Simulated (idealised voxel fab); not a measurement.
The following process module bears the name voxel wiring stack.
Each square cell in cross-section cut measures 5 nm, and the section as a whole is 235 nm wide.
A cross-section in this document is a grid of square cells, and it is written down as bands, the top band listed before the ones below it; a band is made up of one or more rows of cells.
Basically the band line says how high the top is and how high the bottom is, in nm, and then what's in it from left to right, every material with its width in nm. Empty space shows up as "air", and if a single material carries "throughout" it runs the full band edge to edge.
Beneath 0, the wafer as received is one material, and that level is where height counting begins. The lowest band goes on downward without a bottom; it is written like "0 and below".
You'd read "30->40" like this: the band's top row of cells is as wide as the first number, its bottom row is as wide as the second, and going down, every row changes width by the same amount as the row before did.
The cross-section has no changed cell in any step marked "no alteration".
The list in "Completely sealed voids" covers empty spaces of 8 cells or more that cannot reach the top through any open way, and it gives each as width x height at distance; the distance is from the left edge, and width, height and distance are in nm.
What comes after the settings on a step's line is commentary from the simulator itself on that step.
A step line may carry the setting "overlay nm", which, for steps involving a mask, states the distance by which the mask lay to the right of its intended position; negative values denote displacement to the left.

[Process steps foreseen in the plan]
step 1: op RECEIVE | material Si
step 2: op CONFORMAL_DEP | material SiO2 | thk nm 10
step 3: op CONFORMAL_DEP | material SiN | thk nm 5
step 4: op DIRECTIONAL_DEP | material lowk | thk nm 20
step 5: op DIRECTIONAL_DEP | material aC | thk nm 10
step 6: op PATTERN | tone open | mask id METAL_1 | material resist | width nm 20 | pitch nm 45 | thk nm 30 | overlay nm 0
step 7: op DIRECTIONAL_ETCH | etch materials aC | depth nm 10
step 8: op STRIP | etch materials resist
step 9: op DIRECTIONAL_ETCH | etch materials lowk | depth nm 20
step 10: op DIRECTIONAL_ETCH | etch materials SiN | depth nm 5
step 11: op STRIP | etch materials aC
step 12: op CONFORMAL_DEP | material TiN | thk nm 5
step 13: op FILL_DEP | material Ru | thk nm 5
step 14: op CMP | height nm 35
step 15: op CONFORMAL_DEP | material SiCN | thk nm 5
step 16: op DIRECTIONAL_DEP | material lowk | thk nm 35
step 17: op MASKED_ETCH | tone open | mask id METAL_2_HOLES | width nm 15 | pitch nm 45 | etch materials lowk | depth nm 35 | overlay nm -15
step 18: op DIRECTIONAL_DEP | material aC | thk nm 10
step 19: op PATTERN | tone open | mask id METAL_2 | material resist | width nm 20 | pitch nm 45 | thk nm 25 | overlay nm 0
step 20: op DIRECTIONAL_ETCH | etch materials aC | depth nm 10
step 21: op STRIP | etch materials resist
step 22: op DIRECTIONAL_ETCH | etch materials lowk | depth nm 20
step 23: op DIRECTIONAL_ETCH | etch materials SiCN | depth nm 5
step 24: op STRIP | etch materials aC
step 25: op CONFORMAL_DEP | material TiN | thk nm 5
step 26: op FILL_DEP | material Ru | thk nm 5
step 27: op CMP | height nm 75
step 28: op CONFORMAL_DEP | material SiCN | thk nm 5
Don't read the plan's overlay nm for step 17 as applying to every wafer: that's the first wafer's value, and the wafers differ in it, though they all start identical.

[Here's the first of the wafers in cross-section, just as we got it, i.e. after step 1]
    0 and below  Si throughout
    Completely sealed voids: none

[Per wafer, end of module: cells gained (+) or lost (-) per material since receipt, then closed voids]
overlay nm -15; +52 Ru; +94 SiCN; +39 SiN; +94 SiO2; +62 TiN; +411 lowk; Completely sealed voids: none
overlay nm -10; +46 Ru; +92 SiCN; +39 SiN; +94 SiO2; +62 TiN; +419 lowk; Completely sealed voids: none
overlay nm -5; +40 Ru; +90 SiCN; +39 SiN; +94 SiO2; +62 TiN; +427 lowk; Completely sealed voids: none
overlay nm 0; +36 Ru; +88 SiCN; +39 SiN; +94 SiO2; +60 TiN; +435 lowk; Completely sealed voids: none
overlay nm 5; +36 Ru; +88 SiCN; +39 SiN; +94 SiO2; +60 TiN; +435 lowk; Completely sealed voids: none
overlay nm 10; +40 Ru; +90 SiCN; +39 SiN; +94 SiO2; +62 TiN; +427 lowk; Completely sealed voids: none
overlay nm 15; +46 Ru; +92 SiCN; +39 SiN; +94 SiO2; +62 TiN; +419 lowk; Completely sealed voids: none
